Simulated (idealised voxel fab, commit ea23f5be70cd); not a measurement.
process module | voxel wiring stack
cross-section cut | 255 nm wide | cells 5 nm
A cross-section is a grid of square cells, given in bands from the top down. A band is one or more rows of cells.
Each band's line starts with the height of the band's top and of its bottom, in nm. Then come its materials from left to right, each with its width in nm. One material with "throughout" fills the band from edge to edge. "air" is empty space.
Height 0 is the level under which the wafer as received is all one material. The lowest band goes on downwards, as in "0 down".
A width such as "30 to 40" changes by the same amount from each row of cells to the next, from the band's top row to its bottom row.
"no change" after a step means that no cell of the cross-section changed.
closed voids: empty space of 8 cells or more with no open way to the top, each as width x height at its distance from the left edge, in nm
after a step's settings: what the simulator itself notes on the step
overlay nm, on a step with a mask: how far to the right of its planned place the mask lay; to the left if negative
plan
1 op RECEIVE | material Si
2 op CONFORMAL_DEP | material SiO2 | thk nm 15
3 op CONFORMAL_DEP | material SiCN | thk nm 5
4 op DIRECTIONAL_DEP | material lowk | thk nm 15
5 op DIRECTIONAL_DEP | material aC | thk nm 15
6 op PATTERN | tone open | mask id METAL_1 | material resist | width nm 25 | pitch nm 50 | thk nm 30 | overlay nm 0
7 op DIRECTIONAL_ETCH | etch materials aC | depth nm 15
8 op STRIP | etch materials resist
9 op DIRECTIONAL_ETCH | etch materials lowk | depth nm 15
10 op DIRECTIONAL_ETCH | etch materials SiCN | depth nm 5
11 op STRIP | etch materials aC
12 op CONFORMAL_DEP | material TiN | thk nm 5
13 op FILL_DEP | material Cu | thk nm 5
14 op CMP | height nm 35
15 op CONFORMAL_DEP | material SiCN | thk nm 5
16 op DIRECTIONAL_DEP | material lowk | thk nm 15
17 op DIRECTIONAL_DEP | material aC | thk nm 15
18 op PATTERN | tone open | mask id PLUG_1 | material resist | width nm 15 | pitch nm 50 | thk nm 35 | overlay nm 0
19 op DIRECTIONAL_ETCH | etch materials aC | depth nm 15
20 op STRIP | etch materials resist
21 op DIRECTIONAL_ETCH | etch materials lowk | depth nm 15
22 op DIRECTIONAL_ETCH | etch materials SiCN | depth nm 5
23 op STRIP | etch materials aC
24 op EPI | material Ru | thk nm 10
25 op EPI | material Ru | thk nm 10
26 op CONFORMAL_DEP | material SiN | thk nm 5
27 op DIRECTIONAL_DEP | material lowk | thk nm 15
28 op MASKED_ETCH | tone open | mask id METAL_2 | width nm 25 | pitch nm 50 | etch materials lowk | depth nm 15 | overlay nm 0
29 op MASKED_ETCH | tone open | mask id METAL_2 | width nm 25 | pitch nm 50 | etch materials SiN | depth nm 5 | overlay nm 0
30 op CONFORMAL_DEP | material TiN | thk nm 5
31 op FILL_DEP | material W | thk nm 5
32 op CMP | height nm 75
33 op CONFORMAL_DEP | material SiCN | thk nm 5
34 op DIRECTIONAL_DEP | material SiO2 | thk nm 15
35 op PATTERN | tone open | mask id PLUG_2 | material resist | width nm 15 | pitch nm 50 | thk nm 15 | overlay nm 0
36 op DIRECTIONAL_ETCH | etch materials SiO2 | depth nm 15
37 op DIRECTIONAL_ETCH | etch materials SiCN | depth nm 5
38 op STRIP | etch materials resist
39 op EPI | material Ru | thk nm 10
40 op EPI | material Ru | thk nm 10
41 op DIRECTIONAL_DEP | material TiN | thk nm 5
42 op DIRECTIONAL_DEP | material W | thk nm 15
43 op DIRECTIONAL_DEP | material aC | thk nm 10
44 op PATTERN | tone cover | mask id METAL_3 | material resist | width nm 25 | pitch nm 50 | thk nm 25 | overlay nm 0
45 op DIRECTIONAL_ETCH | etch materials aC | depth nm 10
46 op STRIP | etch materials resist
47 op DIRECTIONAL_ETCH | etch materials W | depth nm 15
48 op DIRECTIONAL_ETCH | etch materials TiN | depth nm 5
49 op STRIP | etch materials aC
50 op CONFORMAL_DEP | material SiCN | thk nm 5
51 op FILL_DEP | material SiO2 | thk nm 10
52 op CMP | height nm 115
53 op CONFORMAL_DEP | material SiCN | thk nm 5
as received, after step 1
  0 down: Si throughout
  closed voids: none
first wafer at the end, as planned
  120 to 115: SiCN throughout
  115 to 100: SiO2 85 | SiCN 5 | W 25 | SiCN 5 | SiO2 15 | SiCN 5 | W 25 | SiCN 5 | SiO2 85
  100 to 95: SiCN 90 | TiN 25 | SiCN 25 | TiN 25 | SiCN 90
  95 to 80: SiO2 90 | Ru 15 | SiO2 35 | Ru 15 | SiO2 100
  80 to 75: SiCN 90 | Ru 15 | SiCN 35 | Ru 15 | SiCN 100
  75 to 60: lowk 90 | TiN 5 | W 15 | TiN 5 | lowk 25 | TiN 5 | W 15 | TiN 5 | lowk 90
  60 to 55: SiN 90 | TiN 25 | SiN 25 | TiN 25 | SiN 90
  55 to 40: lowk 90 | Ru 15 | lowk 35 | Ru 15 | lowk 100
  40 to 35: SiCN 90 | Ru 15 | SiCN 35 | Ru 15 | SiCN 100
  35 to 20: lowk 90 | TiN 5 | Cu 15 | TiN 5 | lowk 25 | TiN 5 | Cu 15 | TiN 5 | lowk 90
  20 to 15: SiCN 90 | TiN 25 | SiCN 25 | TiN 25 | SiCN 90
  15 to 0: SiO2 throughout
  0 down: Si throughout
  closed voids: none
second wafer at the end: like start, like plan, one mistake
  120 to 115: SiCN throughout
  115 to 100: SiO2 85 | SiCN 5 | W 25 | SiCN 5 | SiO2 15 | SiCN 5 | W 25 | SiCN 5 | SiO2 85
  100 to 95: SiCN 90 | TiN 25 | SiCN 25 | TiN 25 | SiCN 90
  95 to 80: SiO2 90 | Ru 15 | SiO2 35 | Ru 15 | SiO2 100
  80 to 75: SiCN 90 | Ru 15 | SiCN 35 | Ru 15 | SiCN 100
  75 to 60: lowk 90 | TiN 5 | W 15 | TiN 5 | lowk 25 | TiN 5 | W 15 | TiN 5 | lowk 90
  60 to 55: SiN 90 | TiN 25 | SiN 25 | TiN 25 | SiN 90
  55 to 50: SiCN 90 | SiN 5 | TiN 5 | SiN 5 | SiCN 35 | SiN 5 | TiN 5 | SiN 5 | SiCN 100
  50 to 35: lowk throughout
  35 to 20: lowk 90 | TiN 5 | Cu 15 | TiN 5 | lowk 25 | TiN 5 | Cu 15 | TiN 5 | lowk 90
  20 to 15: SiCN 90 | TiN 25 | SiCN 25 | TiN 25 | SiCN 90
  15 to 0: SiO2 throughout
  0 down: Si throughout
  closed voids: none
what went wrong: steps 15 and 16 were swapped
at the end the second wafer has, in cells: 24 fewer of Ru | 4 more of SiN | 2 more of TiN | 18 more of lowk
